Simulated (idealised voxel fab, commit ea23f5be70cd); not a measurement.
Module name: voxel released beams (process module)
Section cut is 160 nm wide and gridded with 5 nm square cells.
In what follows, cross-sections appear as grids of square cells, described through bands that run from the top down, where every band is one or more rows of cells. Heads up on the band format: heights come first, top then bottom, in nm. After that it's the materials left to right, each with its width in nm. A single material flagged "throughout" fills the whole band edge to edge, and "empty" means there's empty space there. The level at which height equals 0 is the one under which the wafer, as it arrives, is entirely one material. No lower edge exists for the bottom band, which continues downward and is notated as in "0 -> down". Top row gets the first number, bottom row gets the second, and each row in between changes by the same step: that is how a band width like "30..40" works. "remains unaltered" means the step left every cell of the cross-section as it was. The list in "Closed void table" covers empty spaces of 8 cells or more that cannot reach the top through any open way, and it gives each as width x height at distance; the distance is from the left edge, and width, height and distance are in nm. after a step's settings: what the simulator itself notes on the step. overlay nm: step with mask; distance mask lay right of planned place; negative value = left of planned place.
[So here's the lineup of process steps we planned]
1. RECEIVE | material Si
2. CONFORMAL_DEP | material SiN | thk nm 5
3. DIRECTIONAL_DEP | material SiO2 | thk nm 10
4. DIRECTIONAL_DEP | material aC | thk nm 10
5. PATTERN | tone open | mask id ANCHOR | material resist | width nm 30 | thk nm 30 | overlay nm 0
6. DIRECTIONAL_ETCH | etch materials aC | depth nm 10
7. STRIP | etch materials resist
8. DIRECTIONAL_ETCH | etch materials SiO2 | depth nm 10
9. STRIP | etch materials aC
10. CONFORMAL_DEP | material polySi | thk nm 10
11. PATTERN | tone cover | mask id BEAM | material resist | width nm 105 | thk nm 15 | overlay nm 0
12. DIRECTIONAL_ETCH | etch materials polySi | depth nm 10
13. STRIP | etch materials resist
14. STRIP | etch materials SiO2
[So this is the incoming wafer in cross-section - it's already been through step 1]
- 0 -> down | Si throughout
- Closed void table: none
[first wafer at the end, as planned]
- 25 -> 15 | empty (25), polySi (15), empty (10), polySi (80), empty (30)
- 15 -> 5 | empty (30), polySi (30), empty (100)
- 5 -> 0 | SiN throughout
- 0 -> down | Si throughout
- Closed void table: none
[Cross-section, wafer two of two, end of module: same start and plan as wafer one, one error in execution]
- 25 -> 15 | empty (25), polySi (15), empty (10), polySi (85), empty (25)
- 15 -> 5 | empty (30), polySi (30), empty (100)
- 5 -> 0 | SiN throughout
- 0 -> down | Si throughout
- Closed void table: none
Deviation from plan: step 11 ran with different settings than intended, the actual operation and settings being PATTERN | tone cover | mask id BEAM | material resist | width nm 110 | thk nm 15 | overlay nm 0
Materials where the second wafer ends with more or fewer cells than the first: polySi +2
